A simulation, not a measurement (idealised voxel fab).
process module | voxel self aligned vias
cross-section cut | 280 nm wide | cells 5 nm
A cross-section is a grid of square cells, given in bands from the top down. A band is one or more rows of cells.
Each band's line starts with the height of the band's top and of its bottom, in nm. Then come its materials from left to right, each with its width in nm. One material with "throughout" fills the band from edge to edge. "air" is empty space.
Height 0 is the level under which the wafer as received is all one material. The lowest band goes on downwards, as in "0 down".
A width such as "30 to 40" changes by the same amount from each row of cells to the next, from the band's top row to its bottom row.
"no change" after a step means that no cell of the cross-section changed.
closed voids: empty space of 8 cells or more with no open way to the top, each as width x height at its distance from the left edge, in nm
after a step's settings: what the simulator itself notes on the step
overlay nm, on a step with a mask: how far to the right of its planned place the mask lay; to the left if negative
plan
1 op RECEIVE | material Si
2 op CONFORMAL_DEP | material SiO2 | thk nm 10
3 op CONFORMAL_DEP | material SiCN | thk nm 5
4 op DIRECTIONAL_DEP | material lowk | thk nm 20
5 op DIRECTIONAL_DEP | material aC | thk nm 10
6 op PATTERN | tone open | mask id LINES | material resist | width nm 25 | pitch nm 70 | thk nm 25 | overlay nm 0
7 op DIRECTIONAL_ETCH | etch materials aC | depth nm 10
8 op STRIP | etch materials resist
9 op DIRECTIONAL_ETCH | etch materials lowk | depth nm 20
10 op STRIP | etch materials aC
11 op CONFORMAL_DEP | material TiN | thk nm 5
12 op FILL_DEP | material Ru | thk nm 10
13 op CMP | height nm 35
14 op SELECTIVE_ETCH | etch materials W Ru TiN | depth nm 10
15 op FILL_DEP | material SiN | thk nm 10
16 op CMP | height nm 35
17 op DIRECTIONAL_DEP | material lowk | thk nm 15
18 op DIRECTIONAL_DEP | material aC | thk nm 15
19 op PATTERN | tone open | mask id VIAS | material resist | width nm 45 | pitch nm 70 | thk nm 30 | overlay nm 0
20 op DIRECTIONAL_ETCH | etch materials aC | depth nm 15
21 op STRIP | etch materials resist
22 op DIRECTIONAL_ETCH | etch materials lowk | depth nm 15
23 op DIRECTIONAL_ETCH | etch materials SiN | depth nm 10
24 op STRIP | etch materials aC
25 op CONFORMAL_DEP | material TiN | thk nm 5
26 op FILL_DEP | material W | thk nm 10
27 op CMP | height nm 50
28 op CONFORMAL_DEP | material SiCN | thk nm 5
first wafer, as planned
as received, after step 1
  0 down: Si throughout
  closed voids: none
after step 2
  10 to 0: SiO2 throughout
  below 0: unchanged
after step 3
  15 to 10: SiCN throughout
  below 10: unchanged
after step 4
  35 to 15: lowk throughout
  below 15: unchanged
after step 5
  45 to 35: aC throughout
  below 35: unchanged
after step 6
  70 to 45: resist 55 | air 25 | resist 45 | air 25 | resist 45 | air 25 | resist 60
  below 45: unchanged
after step 7
  60 to 45: resist 55 | air 25 | resist 45 | air 25 | resist 45 | air 25 | resist 60
  45 to 35: aC 55 | air 25 | aC 45 | air 25 | aC 45 | air 25 | aC 60
  below 35: unchanged
after step 8
  45 to 35: aC 55 | air 25 | aC 45 | air 25 | aC 45 | air 25 | aC 60
  below 35: unchanged
after step 9
  45 to 35: aC 55 | air 25 | aC 45 | air 25 | aC 45 | air 25 | aC 60
  35 to 15: lowk 55 | air 25 | lowk 45 | air 25 | lowk 45 | air 25 | lowk 60
  below 15: unchanged
after step 10
  35 to 15: lowk 55 | air 25 | lowk 45 | air 25 | lowk 45 | air 25 | lowk 60
  below 15: unchanged
after step 11
  40 to 35: TiN 60 | air 15 | TiN 55 | air 15 | TiN 55 | air 15 | TiN 65
  35 to 20: lowk 55 | TiN 5 | air 15 | TiN 5 | lowk 45 | TiN 5 | air 15 | TiN 5 | lowk 45 | TiN 5 | air 15 | TiN 5 | lowk 60
  20 to 15: lowk 55 | TiN 25 | lowk 45 | TiN 25 | lowk 45 | TiN 25 | lowk 60
  below 15: unchanged
after step 12
  50 to 40: Ru throughout
  40 to 35: TiN 60 | Ru 15 | TiN 55 | Ru 15 | TiN 55 | Ru 15 | TiN 65
  35 to 20: lowk 55 | TiN 5 | Ru 15 | TiN 5 | lowk 45 | TiN 5 | Ru 15 | TiN 5 | lowk 45 | TiN 5 | Ru 15 | TiN 5 | lowk 60
  below 20: unchanged
after step 13
  35 to 20: lowk 55 | TiN 5 | Ru 15 | TiN 5 | lowk 45 | TiN 5 | Ru 15 | TiN 5 | lowk 45 | TiN 5 | Ru 15 | TiN 5 | lowk 60
  below 20: unchanged
after step 14
  35 to 25: lowk 55 | air 25 | lowk 45 | air 25 | lowk 45 | air 25 | lowk 60
  below 25: unchanged
after step 15
  45 to 35: SiN throughout
  35 to 25: lowk 55 | SiN 25 | lowk 45 | SiN 25 | lowk 45 | SiN 25 | lowk 60
  below 25: unchanged
after step 16
  35 to 25: lowk 55 | SiN 25 | lowk 45 | SiN 25 | lowk 45 | SiN 25 | lowk 60
  below 25: unchanged
after step 17
  50 to 35: lowk throughout
  below 35: unchanged
after step 18
  65 to 50: aC throughout
  below 50: unchanged
after step 19
  95 to 65: resist 45 | air 45 | resist 25 | air 45 | resist 25 | air 45 | resist 50
  below 65: unchanged
after step 20
  80 to 65: resist 45 | air 45 | resist 25 | air 45 | resist 25 | air 45 | resist 50
  65 to 50: aC 45 | air 45 | aC 25 | air 45 | aC 25 | air 45 | aC 50
  below 50: unchanged
after step 21
  65 to 50: aC 45 | air 45 | aC 25 | air 45 | aC 25 | air 45 | aC 50
  below 50: unchanged
after step 22
  65 to 50: aC 45 | air 45 | aC 25 | air 45 | aC 25 | air 45 | aC 50
  50 to 35: lowk 45 | air 45 | lowk 25 | air 45 | lowk 25 | air 45 | lowk 50
  below 35: unchanged
after step 23
  65 to 50: aC 45 | air 45 | aC 25 | air 45 | aC 25 | air 45 | aC 50
  50 to 35: lowk 45 | air 45 | lowk 25 | air 45 | lowk 25 | air 45 | lowk 50
  35 to 25: lowk 55 | air 25 | lowk 45 | air 25 | lowk 45 | air 25 | lowk 60
  below 25: unchanged
after step 24
  50 to 35: lowk 45 | air 45 | lowk 25 | air 45 | lowk 25 | air 45 | lowk 50
  below 35: unchanged
after step 25
  55 to 50: TiN 50 | air 35 | TiN 35 | air 35 | TiN 35 | air 35 | TiN 55
  50 to 40: lowk 45 | TiN 5 | air 35 | TiN 5 | lowk 25 | TiN 5 | air 35 | TiN 5 | lowk 25 | TiN 5 | air 35 | TiN 5 | lowk 50
  40 to 30: lowk 45 to 55 | TiN 15 to 5 | air 15 | TiN 15 to 5 | lowk 25 to 45 | TiN 15 to 5 | air 15 | TiN 15 to 5 | lowk 25 to 45 | TiN 15 to 5 | air 15 | TiN 15 to 5 | lowk 50 to 60
  30 to 25: lowk 55 | TiN 25 | lowk 45 | TiN 25 | lowk 45 | TiN 25 | lowk 60
  below 25: unchanged
after step 26
  65 to 55: W throughout
  55 to 50: TiN 50 | W 35 | TiN 35 | W 35 | TiN 35 | W 35 | TiN 55
  50 to 40: lowk 45 | TiN 5 | W 35 | TiN 5 | lowk 25 | TiN 5 | W 35 | TiN 5 | lowk 25 | TiN 5 | W 35 | TiN 5 | lowk 50
  40 to 30: lowk 45 to 55 | TiN 15 to 5 | W 15 | TiN 15 to 5 | lowk 25 to 45 | TiN 15 to 5 | W 15 | TiN 15 to 5 | lowk 25 to 45 | TiN 15 to 5 | W 15 | TiN 15 to 5 | lowk 50 to 60
  below 30: unchanged
after step 27
  50 to 40: lowk 45 | TiN 5 | W 35 | TiN 5 | lowk 25 | TiN 5 | W 35 | TiN 5 | lowk 25 | TiN 5 | W 35 | TiN 5 | lowk 50
  below 40: unchanged
after step 28
  55 to 50: SiCN throughout
  below 50: unchanged
second wafer: like start, like plan, one mistake. Through step 1 it matches the first wafer
when step 2 should have ended
  15 to 0: SiO2 throughout
  below 0: unchanged
when step 3 should have ended
  20 to 15: SiCN throughout
  below 15: unchanged
when step 4 should have ended
  40 to 20: lowk throughout
  below 20: unchanged
when step 5 should have ended
  50 to 40: aC throughout
  below 40: unchanged
when step 6 should have ended
  75 to 50: resist 55 | air 25 | resist 45 | air 25 | resist 45 | air 25 | resist 60
  below 50: unchanged
when step 7 should have ended
  65 to 50: resist 55 | air 25 | resist 45 | air 25 | resist 45 | air 25 | resist 60
  50 to 40: aC 55 | air 25 | aC 45 | air 25 | aC 45 | air 25 | aC 60
  below 40: unchanged
when step 8 should have ended
  50 to 40: aC 55 | air 25 | aC 45 | air 25 | aC 45 | air 25 | aC 60
  below 40: unchanged
when step 9 should have ended
  50 to 40: aC 55 | air 25 | aC 45 | air 25 | aC 45 | air 25 | aC 60
  40 to 20: lowk 55 | air 25 | lowk 45 | air 25 | lowk 45 | air 25 | lowk 60
  below 20: unchanged
when step 10 should have ended
  40 to 20: lowk 55 | air 25 | lowk 45 | air 25 | lowk 45 | air 25 | lowk 60
  below 20: unchanged
when step 11 should have ended
  45 to 40: TiN 60 | air 15 | TiN 55 | air 15 | TiN 55 | air 15 | TiN 65
  40 to 25: lowk 55 | TiN 5 | air 15 | TiN 5 | lowk 45 | TiN 5 | air 15 | TiN 5 | lowk 45 | TiN 5 | air 15 | TiN 5 | lowk 60
  25 to 20: lowk 55 | TiN 25 | lowk 45 | TiN 25 | lowk 45 | TiN 25 | lowk 60
  below 20: unchanged
when step 12 should have ended
  55 to 45: Ru throughout
  45 to 40: TiN 60 | Ru 15 | TiN 55 | Ru 15 | TiN 55 | Ru 15 | TiN 65
  40 to 25: lowk 55 | TiN 5 | Ru 15 | TiN 5 | lowk 45 | TiN 5 | Ru 15 | TiN 5 | lowk 45 | TiN 5 | Ru 15 | TiN 5 | lowk 60
  below 25: unchanged
when step 13 should have ended
  35 to 25: lowk 55 | TiN 5 | Ru 15 | TiN 5 | lowk 45 | TiN 5 | Ru 15 | TiN 5 | lowk 45 | TiN 5 | Ru 15 | TiN 5 | lowk 60
  below 25: unchanged
when step 14 should have ended
  35 to 25: lowk 55 | air 25 | lowk 45 | air 25 | lowk 45 | air 25 | lowk 60
  below 25: unchanged
when step 15 should have ended
  45 to 35: SiN throughout
  35 to 25: lowk 55 | SiN 25 | lowk 45 | SiN 25 | lowk 45 | SiN 25 | lowk 60
  below 25: unchanged
when step 16 should have ended
  35 to 25: lowk 55 | SiN 25 | lowk 45 | SiN 25 | lowk 45 | SiN 25 | lowk 60
  below 25: unchanged
when step 17 should have ended
  50 to 35: lowk throughout
  below 35: unchanged
when step 18 should have ended
  65 to 50: aC throughout
  below 50: unchanged
when step 19 should have ended
  95 to 65: resist 45 | air 45 | resist 25 | air 45 | resist 25 | air 45 | resist 50
  below 65: unchanged
when step 20 should have ended
  80 to 65: resist 45 | air 45 | resist 25 | air 45 | resist 25 | air 45 | resist 50
  65 to 50: aC 45 | air 45 | aC 25 | air 45 | aC 25 | air 45 | aC 50
  below 50: unchanged
when step 21 should have ended
  65 to 50: aC 45 | air 45 | aC 25 | air 45 | aC 25 | air 45 | aC 50
  below 50: unchanged
when step 22 should have ended
  65 to 50: aC 45 | air 45 | aC 25 | air 45 | aC 25 | air 45 | aC 50
  50 to 35: lowk 45 | air 45 | lowk 25 | air 45 | lowk 25 | air 45 | lowk 50
  below 35: unchanged
when step 23 should have ended
  65 to 50: aC 45 | air 45 | aC 25 | air 45 | aC 25 | air 45 | aC 50
  50 to 35: lowk 45 | air 45 | lowk 25 | air 45 | lowk 25 | air 45 | lowk 50
  35 to 25: lowk 55 | air 25 | lowk 45 | air 25 | lowk 45 | air 25 | lowk 60
  below 25: unchanged
when step 24 should have ended
  50 to 35: lowk 45 | air 45 | lowk 25 | air 45 | lowk 25 | air 45 | lowk 50
  below 35: unchanged
when step 25 should have ended
  55 to 50: TiN 50 | air 35 | TiN 35 | air 35 | TiN 35 | air 35 | TiN 55
  50 to 40: lowk 45 | TiN 5 | air 35 | TiN 5 | lowk 25 | TiN 5 | air 35 | TiN 5 | lowk 25 | TiN 5 | air 35 | TiN 5 | lowk 50
  40 to 30: lowk 45 to 55 | TiN 15 to 5 | air 15 | TiN 15 to 5 | lowk 25 to 45 | TiN 15 to 5 | air 15 | TiN 15 to 5 | lowk 25 to 45 | TiN 15 to 5 | air 15 | TiN 15 to 5 | lowk 50 to 60
  30 to 20: lowk 55 | TiN 25 | lowk 45 | TiN 25 | lowk 45 | TiN 25 | lowk 60
  below 20: unchanged
when step 26 should have ended
  65 to 55: W throughout
  55 to 50: TiN 50 | W 35 | TiN 35 | W 35 | TiN 35 | W 35 | TiN 55
  50 to 40: lowk 45 | TiN 5 | W 35 | TiN 5 | lowk 25 | TiN 5 | W 35 | TiN 5 | lowk 25 | TiN 5 | W 35 | TiN 5 | lowk 50
  40 to 30: lowk 45 to 55 | TiN 15 to 5 | W 15 | TiN 15 to 5 | lowk 25 to 45 | TiN 15 to 5 | W 15 | TiN 15 to 5 | lowk 25 to 45 | TiN 15 to 5 | W 15 | TiN 15 to 5 | lowk 50 to 60
  below 30: unchanged
when step 27 should have ended
  50 to 40: lowk 45 | TiN 5 | W 35 | TiN 5 | lowk 25 | TiN 5 | W 35 | TiN 5 | lowk 25 | TiN 5 | W 35 | TiN 5 | lowk 50
  below 40: unchanged
when step 28 should have ended
  55 to 50: SiCN throughout
  below 50: unchanged
what went wrong: step 2 ran as: op CONFORMAL_DEP | material SiO2 | thk nm 15
at the end the second wafer has, in cells: 9 fewer of Ru | 56 more of SiO2 | 6 fewer of TiN | 41 fewer of lowk
